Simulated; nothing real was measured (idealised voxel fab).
This section sets out a process module, namely voxel self aligned vias.
For reference, the cross-section in this document is cut, with width 175 nm and square cells of 5 nm.
Square cells in a grid make up a cross-section in this document, and the grid is given as bands, listed from the top down, each one or more rows of cells.
It is stipulated that each band's entry specify, in nanometres, the height of the top of the band and then that of its bottom, followed by the materials of the band in left-to-right sequence, each together with its width in nanometres. A single material marked by the word "everywhere" is understood to fill the band from edge to edge; the word "blank" is understood to denote empty space.
Measure heights from 0. That's the level where, below it, the as-received wafer is all one material. The lowest band is bottomless and extends downward; write it as in "from 0 down".
Read "30->40" as a graded width: first number on top, second number at the bottom, same change between each pair of neighbouring rows.
"changes: none" for a step: no cell of the cross-section changed in that step.
For the entry "Sealed internal cavities", the listed items are empty spaces with no open way to the top whose size is 8 cells or more; each item follows the pattern width x height at distance, where distance is from the left edge and all three are in nm.
Whatever follows a step's settings on its line is a remark the simulator itself makes about that step.
overlay nm: mask offset rightward from planned place, masked step; negative means leftward offset.

List of planned process steps:
1: RECEIVE (material Si)
2: CONFORMAL_DEP (material SiO2; thk nm 15)
3: CONFORMAL_DEP (material SiCN; thk nm 5)
4: DIRECTIONAL_DEP (material lowk; thk nm 30)
5: DIRECTIONAL_DEP (material aC; thk nm 15)
6: PATTERN (tone open; mask id LINES; material resist; width nm 25; pitch nm 65; thk nm 35; overlay nm 0)
7: DIRECTIONAL_ETCH (etch materials aC; depth nm 15)
8: STRIP (etch materials resist)
9: DIRECTIONAL_ETCH (etch materials lowk; depth nm 30)
10: STRIP (etch materials aC)
11: CONFORMAL_DEP (material TiN; thk nm 5)
12: FILL_DEP (material W; thk nm 5)
13: CMP (height nm 50)
14: SELECTIVE_ETCH (etch materials W Ru TiN; depth nm 10)
15: FILL_DEP (material SiN; thk nm 10)
16: CMP (height nm 50)
17: DIRECTIONAL_DEP (material lowk; thk nm 20)
18: DIRECTIONAL_DEP (material aC; thk nm 10)
19: PATTERN (tone open; mask id VIAS; material resist; width nm 35; thk nm 30; overlay nm 0)
20: DIRECTIONAL_ETCH (etch materials aC; depth nm 10)
21: STRIP (etch materials resist)
22: DIRECTIONAL_ETCH (etch materials lowk; depth nm 20)
23: DIRECTIONAL_ETCH (etch materials SiN; depth nm 10)
24: STRIP (etch materials aC)
25: CONFORMAL_DEP (material TiN; thk nm 5)
26: FILL_DEP (material W; thk nm 10)
27: CMP (height nm 70)
28: CONFORMAL_DEP (material SiN; thk nm 5)

as received, after step 1:
    from 0 down  Si everywhere
    Sealed internal cavities: none

a wafer at the end: this start, this plan, one mistake:
    from 75 to 70  SiN everywhere
    from 70 to 55  lowk (45) / TiN (5) / W (25) / TiN (5) / lowk (95)
    from 55 to 50  lowk (45) / TiN (5) / W (10) / TiN (20) / lowk (95)
    from 50 to 45  lowk (40) / SiN (5) / TiN (5) / W (10) / TiN (5) / lowk (40) / SiN (25) / lowk (45)
    from 45 to 40  lowk (40) / SiN (5) / TiN (20) / lowk (40) / SiN (25) / lowk (45)
    from 40 to 25  lowk (40) / TiN (5) / W (15) / TiN (5) / lowk (40) / TiN (5) / W (15) / TiN (5) / lowk (45)
    from 25 to 20  lowk (40) / TiN (25) / lowk (40) / TiN (25) / lowk (45)
    from 20 to 15  SiCN everywhere
    from 15 to 0  SiO2 everywhere
    from 0 down  Si everywhere
    Sealed internal cavities: none
What was done differently from what was planned? contrary to plan, step 19 was performed as PATTERN (tone open; mask id VIAS; material resist; width nm 35; thk nm 30; overlay nm 10)
